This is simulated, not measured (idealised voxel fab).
Documented hereafter: the process module known as voxel wiring stack.
Xsec cut, 240 nm wide, square cell size 5 nm.
In this document a cross-section is written as a grid of square cells. It is given as a series of bands, listed from the top down, and a band is one or more rows of cells. Top height, bottom height, nm. Materials left to right, width each, nm. Single material + "all across" = fills band edge to edge. "empty" = empty. We count height from 0. Below that, the starting wafer is all one material. The lowest band never ends at the bottom but goes on down; see "from 0 down" for how that is written. With a width like "30->40", each row of cells in the band differs from the next by the same amount, the top row carrying the first number and the bottom row the second. A step reported as "no change occurred" is a step in which no cell of the cross-section changed. So "Enclosed voids" is basically the list of trapped voids: any empty space of 8 cells or more that can't reach the top through an opening. They're written width x height at distance, the distance being from the left edge, and it's all nm. Formally, on a step line, whatever follows the settings is a remark that the simulator itself makes on the step. Each step line may optionally specify "overlay nm", which for a step with a mask gives the rightward distance between the mask's planned place and where it lay, a negative value indicating the leftward direction.
-- Steps planned for the process
1) RECEIVE: material Si
2) CONFORMAL_DEP: material SiO2, thk nm 15
3) DIRECTIONAL_DEP: material TiN, thk nm 5
4) DIRECTIONAL_DEP: material W, thk nm 20
5) PATTERN: tone cover, mask id METAL_1, material resist, width nm 25, pitch nm 45, thk nm 15, overlay nm 0
6) DIRECTIONAL_ETCH: etch materials W, depth nm 20
7) DIRECTIONAL_ETCH: etch materials TiN, depth nm 5
8) STRIP: etch materials resist
9) FILL_DEP: material SiO2, thk nm 10
10) CMP: height nm 40
11) CONFORMAL_DEP: material SiCN, thk nm 5
12) DIRECTIONAL_DEP: material SiO2, thk nm 25
13) MASKED_ETCH: tone open, mask id METAL_2_HOLES, width nm 15, pitch nm 90, etch materials SiO2, depth nm 25, overlay nm 0
14) PATTERN: tone open, mask id METAL_2, material resist, width nm 25, pitch nm 45, thk nm 15, overlay nm 0
15) DIRECTIONAL_ETCH: etch materials SiO2, depth nm 15
16) DIRECTIONAL_ETCH: etch materials SiCN, depth nm 5
17) STRIP: etch materials resist
18) CONFORMAL_DEP: material TiN, thk nm 5
19) FILL_DEP: material Cu, thk nm 10
20) CMP: height nm 70
21) CONFORMAL_DEP: material SiCN, thk nm 5
22) DIRECTIONAL_DEP: material SiO2, thk nm 35
23) DIRECTIONAL_DEP: material aC, thk nm 15
24) PATTERN: tone open, mask id METAL_3, material resist, width nm 25, pitch nm 45, thk nm 35, overlay nm 0
25) DIRECTIONAL_ETCH: etch materials aC, depth nm 15
26) STRIP: etch materials resist
27) DIRECTIONAL_ETCH: etch materials SiO2, depth nm 20
28) STRIP: etch materials aC
29) PATTERN: tone open, mask id METAL_3_HOLES, material resist, width nm 15, pitch nm 90, thk nm 20, overlay nm 0
30) DIRECTIONAL_ETCH: etch materials SiO2, depth nm 15
31) DIRECTIONAL_ETCH: etch materials SiCN, depth nm 5
32) STRIP: etch materials resist
33) CONFORMAL_DEP: material TiN, thk nm 5
34) FILL_DEP: material Ru, thk nm 10
35) CMP: height nm 110
36) CONFORMAL_DEP: material SiCN, thk nm 5
37) DIRECTIONAL_DEP: material SiO2, thk nm 25
38) DIRECTIONAL_DEP: material aC, thk nm 15
39) PATTERN: tone open, mask id METAL_4, material resist, width nm 25, pitch nm 45, thk nm 30, overlay nm 0
40) DIRECTIONAL_ETCH: etch materials aC, depth nm 15
41) STRIP: etch materials resist
42) DIRECTIONAL_ETCH: etch materials SiO2, depth nm 15
43) STRIP: etch materials aC
44) PATTERN: tone open, mask id METAL_4_HOLES, material resist, width nm 15, pitch nm 90, thk nm 20, overlay nm 0
45) DIRECTIONAL_ETCH: etch materials SiO2, depth nm 10
46) DIRECTIONAL_ETCH: etch materials SiCN, depth nm 5
47) STRIP: etch materials resist
48) CONFORMAL_DEP: material TiN, thk nm 5
49) FILL_DEP: material Cu, thk nm 10
50) CMP: height nm 140
51) CONFORMAL_DEP: material SiN, thk nm 5
-- Cross-section of the incoming wafer, state after step 1
* from 0 down: Si all across
* Enclosed voids: none
-- The first of two wafers, cross-sectioned at the end of the module, with the run proceeding as planned
* from 145 to 140: SiN all across
* from 140 to 130: SiO2: 60  TiN: 5  Cu: 15  TiN: 5  SiO2: 20  TiN: 5  Cu: 15  TiN: 5  SiO2: 20  TiN: 5  Cu: 15  TiN: 5  SiO2: 65
* from 130 to 125: SiO2: 60  TiN: 5  Cu: 5  TiN: 15  SiO2: 20  TiN: 25  SiO2: 20  TiN: 5  Cu: 5  TiN: 15  SiO2: 65
* from 125 to 115: SiO2: 60  TiN: 5  Cu: 5  TiN: 5  SiO2: 75  TiN: 5  Cu: 5  TiN: 5  SiO2: 75
* from 115 to 110: SiCN: 60  TiN: 15  SiCN: 75  TiN: 15  SiCN: 75
* from 110 to 95: SiO2: 60  TiN: 5  Ru: 15  TiN: 5  SiO2: 20  TiN: 5  Ru: 15  TiN: 5  SiO2: 20  TiN: 5  Ru: 15  TiN: 5  SiO2: 65
* from 95 to 90: SiO2: 60  TiN: 5  Ru: 5  TiN: 15  SiO2: 20  TiN: 25  SiO2: 20  TiN: 5  Ru: 5  TiN: 15  SiO2: 65
* from 90 to 75: SiO2: 60  TiN: 5  Ru: 5  TiN: 5  SiO2: 75  TiN: 5  Ru: 5  TiN: 5  SiO2: 75
* from 75 to 70: SiCN: 60  TiN: 15  SiCN: 75  TiN: 15  SiCN: 75
* from 70 to 60: SiO2: 60  TiN: 5  Cu: 15  TiN: 5  SiO2: 20  TiN: 5  Cu: 15  TiN: 5  SiO2: 20  TiN: 5  Cu: 15  TiN: 5  SiO2: 65
* from 60 to 55: SiO2: 60  TiN: 5  Cu: 5  TiN: 15  SiO2: 20  TiN: 25  SiO2: 20  TiN: 5  Cu: 5  TiN: 15  SiO2: 65
* from 55 to 45: SiO2: 60  TiN: 5  Cu: 5  TiN: 5  SiO2: 75  TiN: 5  Cu: 5  TiN: 5  SiO2: 75
* from 45 to 40: SiCN: 60  TiN: 15  SiCN: 75  TiN: 15  SiCN: 75
* from 40 to 20: SiO2: 60  W: 25  SiO2: 20  W: 25  SiO2: 20  W: 25  SiO2: 65
* from 20 to 15: SiO2: 60  TiN: 25  SiO2: 20  TiN: 25  SiO2: 20  TiN: 25  SiO2: 65
* from 15 to 0: SiO2 all across
* from 0 down: Si all across
* Enclosed voids: none
-- Wafer two (of two), end-of-module cross-section: start = wafer one, plan = wafer one, one run mistake
* from 145 to 140: SiN all across
* from 140 to 130: SiO2: 60  TiN: 5  Cu: 15  TiN: 5  SiO2: 20  TiN: 5  Cu: 15  TiN: 5  SiO2: 20  TiN: 5  Cu: 15  TiN: 5  SiO2: 65
* from 130 to 125: SiO2: 60  TiN: 5  Cu: 5  TiN: 15  SiO2: 20  TiN: 25  SiO2: 20  TiN: 5  Cu: 5  TiN: 15  SiO2: 65
* from 125 to 115: SiO2: 60  TiN: 5  Cu: 5  TiN: 5  SiO2: 75  TiN: 5  Cu: 5  TiN: 5  SiO2: 75
* from 115 to 110: SiCN: 60  TiN: 15  SiCN: 75  TiN: 15  SiCN: 75
* from 110 to 95: SiO2: 60  TiN: 5  Ru: 15  TiN: 5  SiO2: 20  TiN: 5  Ru: 15  TiN: 5  SiO2: 20  TiN: 5  Ru: 15  TiN: 5  SiO2: 65
* from 95 to 90: SiO2: 60  TiN: 5  Ru: 5  TiN: 15  SiO2: 20  TiN: 25  SiO2: 20  TiN: 5  Ru: 5  TiN: 15  SiO2: 65
* from 90 to 75: SiO2: 60  TiN: 5  Ru: 5  TiN: 5  SiO2: 75  TiN: 5  Ru: 5  TiN: 5  SiO2: 75
* from 75 to 70: SiCN: 60  TiN: 15  SiCN: 75  TiN: 15  SiCN: 75
* from 70 to 65: SiO2: 60  TiN: 5  Cu: 15  TiN: 5  SiO2: 20  TiN: 5  Cu: 15  TiN: 5  SiO2: 20  TiN: 5  Cu: 15  TiN: 5  SiO2: 65
* from 65 to 60: SiO2: 60  TiN: 5  Cu: 5  TiN: 15  SiO2: 20  TiN: 25  SiO2: 20  TiN: 5  Cu: 5  TiN: 15  SiO2: 65
* from 60 to 50: SiO2: 60  TiN: 5  Cu: 5  TiN: 5  SiO2: 75  TiN: 5  Cu: 5  TiN: 5  SiO2: 75
* from 50 to 45: SiCN: 60  TiN: 15  SiCN: 75  TiN: 15  SiCN: 75
* from 45 to 40: SiO2 all across
* from 40 to 20: SiO2: 60  W: 25  SiO2: 20  W: 25  SiO2: 20  W: 25  SiO2: 65
* from 20 to 15: SiO2: 60  TiN: 25  SiO2: 20  TiN: 25  SiO2: 20  TiN: 25  SiO2: 65
* from 15 to 0: SiO2 all across
* from 0 down: Si all across
* Enclosed voids: none
Run error: step 10 ran as: CMP: height nm 45
FYI, end of process, the second wafer has more or fewer cells of some materials than the first: -9 Cu, +15 SiO2, -6 TiN
